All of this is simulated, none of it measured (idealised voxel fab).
Documented hereafter: the process module known as voxel self aligned contacts.
We display cut, a cross-section 205 nm in width whose square cells are each 5 nm.
When this document writes out a cross-section, it uses a grid of square cells and lists it as bands, beginning at the top and moving down, with a band standing for one or more rows of cells.
What a band's entry tells you: where the top is and where the bottom is, as heights in nm, and after that what lies inside, material by material from left to right, each with its width in nm. Empty space is written as the word "empty", and a single material marked with the word "full width" occupies the band from edge to edge.
All heights in this document are referenced to 0, defined as the level beneath which the wafer, as received, consists entirely of one material. The lowest band is not bounded below; it extends indefinitely downward and is written in the form "z 0 and below".
Width spec "30->40" -> top row of cells at first value, bottom row at second value, equal per-row change in between.
You'll sometimes find "changes: none" written for a step, and that's the way of saying that nowhere in the cross-section did a cell change during that step.
In "Closed voids list" the enclosed voids are listed, meaning empty spaces of 8 cells or larger without any opening to the top. The form is width x height at distance, distance from the left edge, units nm.
Whatever follows a step's settings on its line is a remark the simulator itself makes about that step.
overlay nm: mask offset rightward from planned place, masked step; negative means leftward offset.
**Intended process steps**
1. RECEIVE,material Si
2. CONFORMAL_DEP,material SiO2,thk nm 5
3. DIRECTIONAL_DEP,material polySi,thk nm 30
4. DIRECTIONAL_DEP,material SiN,thk nm 20
5. PATTERN,tone cover,mask id GATE,material resist,width nm 30,pitch nm 60,thk nm 20,overlay nm 0
6. DIRECTIONAL_ETCH,etch materials SiN,depth nm 20
7. DIRECTIONAL_ETCH,etch materials polySi,depth nm 30
8. STRIP,etch materials resist
9. CONFORMAL_DEP,material SiN,thk nm 5
10. DIRECTIONAL_ETCH,etch materials SiN,depth nm 5
11. FILL_DEP,material SiO2,thk nm 15
12. CMP,height nm 60
13. PATTERN,tone open,mask id CONTACT,material resist,width nm 40,thk nm 15,overlay nm 0
14. DIRECTIONAL_ETCH,etch materials SiO2,depth nm 60
15. STRIP,etch materials resist
16. CONFORMAL_DEP,material TiN,thk nm 5
17. FILL_DEP,material W,thk nm 10
18. CMP,height nm 60
19. CONFORMAL_DEP,material SiN,thk nm 5
**First wafer, two in total, run as planned**
**as received, after step 1**
- z 0 and below | Si full width
- Closed voids list: none
**Wafer xsec, post step 2**
- z 5 to 0 | SiO2 full width
- Anything lower than 0 is untouched.
**Wafer xsec, post step 3**
- z 35 to 5 | polySi full width
- Anything lower than 5 is untouched.
**Wafer xsec, post step 4**
- z 55 to 35 | SiN full width
- Anything lower than 35 is untouched.
**Wafer xsec, post step 5**
- z 75 to 55 | empty 55 nm, then resist 30 nm, then empty 30 nm, then resist 30 nm, then empty 60 nm
- Anything lower than 55 is untouched.
**Wafer xsec, post step 6**
- z 75 to 55 | empty 55 nm, then resist 30 nm, then empty 30 nm, then resist 30 nm, then empty 60 nm
- z 55 to 35 | empty 55 nm, then SiN 30 nm, then empty 30 nm, then SiN 30 nm, then empty 60 nm
- Anything lower than 35 is untouched.
**Wafer xsec, post step 7**
- z 75 to 55 | empty 55 nm, then resist 30 nm, then empty 30 nm, then resist 30 nm, then empty 60 nm
- z 55 to 35 | empty 55 nm, then SiN 30 nm, then empty 30 nm, then SiN 30 nm, then empty 60 nm
- z 35 to 5 | empty 55 nm, then polySi 30 nm, then empty 30 nm, then polySi 30 nm, then empty 60 nm
- Anything lower than 5 is untouched.
**Wafer xsec, post step 8**
- z 55 to 35 | empty 55 nm, then SiN 30 nm, then empty 30 nm, then SiN 30 nm, then empty 60 nm
- Anything lower than 35 is untouched.
**Wafer xsec, post step 9**
- z 60 to 35 | empty 50 nm, then SiN 40 nm, then empty 20 nm, then SiN 40 nm, then empty 55 nm
- z 35 to 10 | empty 50 nm, then SiN 5 nm, then polySi 30 nm, then SiN 5 nm, then empty 20 nm, then SiN 5 nm, then polySi 30 nm, then SiN 5 nm, then empty 55 nm
- z 10 to 5 | SiN 55 nm, then polySi 30 nm, then SiN 30 nm, then polySi 30 nm, then SiN 60 nm
- Anything lower than 5 is untouched.
**Wafer xsec, post step 10**
- z 55 to 35 | empty 50 nm, then SiN 40 nm, then empty 20 nm, then SiN 40 nm, then empty 55 nm
- z 35 to 5 | empty 50 nm, then SiN 5 nm, then polySi 30 nm, then SiN 5 nm, then empty 20 nm, then SiN 5 nm, then polySi 30 nm, then SiN 5 nm, then empty 55 nm
- Anything lower than 5 is untouched.
**Wafer xsec, post step 11**
- z 70 to 55 | SiO2 full width
- z 55 to 35 | SiO2 50 nm, then SiN 40 nm, then SiO2 20 nm, then SiN 40 nm, then SiO2 55 nm
- z 35 to 5 | SiO2 50 nm, then SiN 5 nm, then polySi 30 nm, then SiN 5 nm, then SiO2 20 nm, then SiN 5 nm, then polySi 30 nm, then SiN 5 nm, then SiO2 55 nm
- Anything lower than 5 is untouched.
**Wafer xsec, post step 12**
- z 60 to 55 | SiO2 full width
- Anything lower than 55 is untouched.
**Wafer xsec, post step 13**
- z 75 to 60 | resist 80 nm, then empty 40 nm, then resist 85 nm
- Anything lower than 60 is untouched.
**Wafer xsec, post step 14**
- z 75 to 60 | resist 80 nm, then empty 40 nm, then resist 85 nm
- z 60 to 55 | SiO2 80 nm, then empty 40 nm, then SiO2 85 nm
- z 55 to 35 | SiO2 50 nm, then SiN 40 nm, then empty 20 nm, then SiN 40 nm, then SiO2 55 nm
- z 35 to 5 | SiO2 50 nm, then SiN 5 nm, then polySi 30 nm, then SiN 5 nm, then empty 20 nm, then SiN 5 nm, then polySi 30 nm, then SiN 5 nm, then SiO2 55 nm
- z 5 to 0 | SiO2 90 nm, then empty 20 nm, then SiO2 95 nm
- Anything lower than 0 is untouched.
**Wafer xsec, post step 15**
- z 60 to 55 | SiO2 80 nm, then empty 40 nm, then SiO2 85 nm
- Anything lower than 55 is untouched.
**Wafer xsec, post step 16**
- z 65 to 60 | TiN 85 nm, then empty 30 nm, then TiN 90 nm
- z 60 to 55 | SiO2 80 nm, then TiN 15 nm, then empty 10 nm, then TiN 15 nm, then SiO2 85 nm
- z 55 to 35 | SiO2 50 nm, then SiN 40 nm, then TiN 5 nm, then empty 10 nm, then TiN 5 nm, then SiN 40 nm, then SiO2 55 nm
- z 35 to 5 | SiO2 50 nm, then SiN 5 nm, then polySi 30 nm, then SiN 5 nm, then TiN 5 nm, then empty 10 nm, then TiN 5 nm, then SiN 5 nm, then polySi 30 nm, then SiN 5 nm, then SiO2 55 nm
- z 5 to 0 | SiO2 90 nm, then TiN 20 nm, then SiO2 95 nm
- Anything lower than 0 is untouched.
**Wafer xsec, post step 17**
- z 75 to 65 | W full width
- z 65 to 60 | TiN 85 nm, then W 30 nm, then TiN 90 nm
- z 60 to 55 | SiO2 80 nm, then TiN 15 nm, then W 10 nm, then TiN 15 nm, then SiO2 85 nm
- z 55 to 35 | SiO2 50 nm, then SiN 40 nm, then TiN 5 nm, then W 10 nm, then TiN 5 nm, then SiN 40 nm, then SiO2 55 nm
- z 35 to 5 | SiO2 50 nm, then SiN 5 nm, then polySi 30 nm, then SiN 5 nm, then TiN 5 nm, then W 10 nm, then TiN 5 nm, then SiN 5 nm, then polySi 30 nm, then SiN 5 nm, then SiO2 55 nm
- Anything lower than 5 is untouched.
**Wafer xsec, post step 18**
- z 60 to 55 | SiO2 80 nm, then TiN 15 nm, then W 10 nm, then TiN 15 nm, then SiO2 85 nm
- Anything lower than 55 is untouched.
**Wafer xsec, post step 19**
- z 65 to 60 | SiN full width
- Anything lower than 60 is untouched.
**Second wafer. Start and plan as for the first. One mistake made in running. Agrees with the first up to and including step 12**
**Here is the second wafer in cross-section at the point where step 13 of the plan should have been done**
- z 75 to 60 | resist 80 nm, then empty 45 nm, then resist 80 nm
- Anything lower than 60 is untouched.
**Here is the second wafer in cross-section at the point where step 14 of the plan should have been done**
- z 75 to 60 | resist 80 nm, then empty 45 nm, then resist 80 nm
- z 60 to 55 | SiO2 80 nm, then empty 45 nm, then SiO2 80 nm
- z 55 to 35 | SiO2 50 nm, then SiN 40 nm, then empty 20 nm, then SiN 40 nm, then SiO2 55 nm
- z 35 to 5 | SiO2 50 nm, then SiN 5 nm, then polySi 30 nm, then SiN 5 nm, then empty 20 nm, then SiN 5 nm, then polySi 30 nm, then SiN 5 nm, then SiO2 55 nm
- z 5 to 0 | SiO2 90 nm, then empty 20 nm, then SiO2 95 nm
- Anything lower than 0 is untouched.
**Here is the second wafer in cross-section at the point where step 15 of the plan should have been done**
- z 60 to 55 | SiO2 80 nm, then empty 45 nm, then SiO2 80 nm
- Anything lower than 55 is untouched.
**Here is the second wafer in cross-section at the point where step 16 of the plan should have been done**
- z 65 to 60 | TiN 85 nm, then empty 35 nm, then TiN 85 nm
- z 60 to 55 | SiO2 80 nm, then TiN 15 nm, then empty 10 nm, then TiN 20 nm, then SiO2 80 nm
- z 55 to 35 | SiO2 50 nm, then SiN 40 nm, then TiN 5 nm, then empty 10 nm, then TiN 5 nm, then SiN 40 nm, then SiO2 55 nm
- z 35 to 5 | SiO2 50 nm, then SiN 5 nm, then polySi 30 nm, then SiN 5 nm, then TiN 5 nm, then empty 10 nm, then TiN 5 nm, then SiN 5 nm, then polySi 30 nm, then SiN 5 nm, then SiO2 55 nm
- z 5 to 0 | SiO2 90 nm, then TiN 20 nm, then SiO2 95 nm
- Anything lower than 0 is untouched.
**Here is the second wafer in cross-section at the point where step 17 of the plan should have been done**
- z 75 to 65 | W full width
- z 65 to 60 | TiN 85 nm, then W 35 nm, then TiN 85 nm
- z 60 to 55 | SiO2 80 nm, then TiN 15 nm, then W 10 nm, then TiN 20 nm, then SiO2 80 nm
- z 55 to 35 | SiO2 50 nm, then SiN 40 nm, then TiN 5 nm, then W 10 nm, then TiN 5 nm, then SiN 40 nm, then SiO2 55 nm
- z 35 to 5 | SiO2 50 nm, then SiN 5 nm, then polySi 30 nm, then SiN 5 nm, then TiN 5 nm, then W 10 nm, then TiN 5 nm, then SiN 5 nm, then polySi 30 nm, then SiN 5 nm, then SiO2 55 nm
- Anything lower than 5 is untouched.
**Here is the second wafer in cross-section at the point where step 18 of the plan should have been done**
- z 60 to 55 | SiO2 80 nm, then TiN 15 nm, then W 10 nm, then TiN 20 nm, then SiO2 80 nm
- Anything lower than 55 is untouched.
**Here is the second wafer in cross-section at the point where step 19 of the plan should have been done**
- z 65 to 60 | SiN full width
- Anything lower than 60 is untouched.
Processing error: off-plan run, step 13, actual operation and settings PATTERN,tone open,mask id CONTACT,material resist,width nm 45,thk nm 15,overlay nm 0
At the finish, the second wafer shows more or fewer cells for some materials than the first does: SiO2 -1; TiN +1
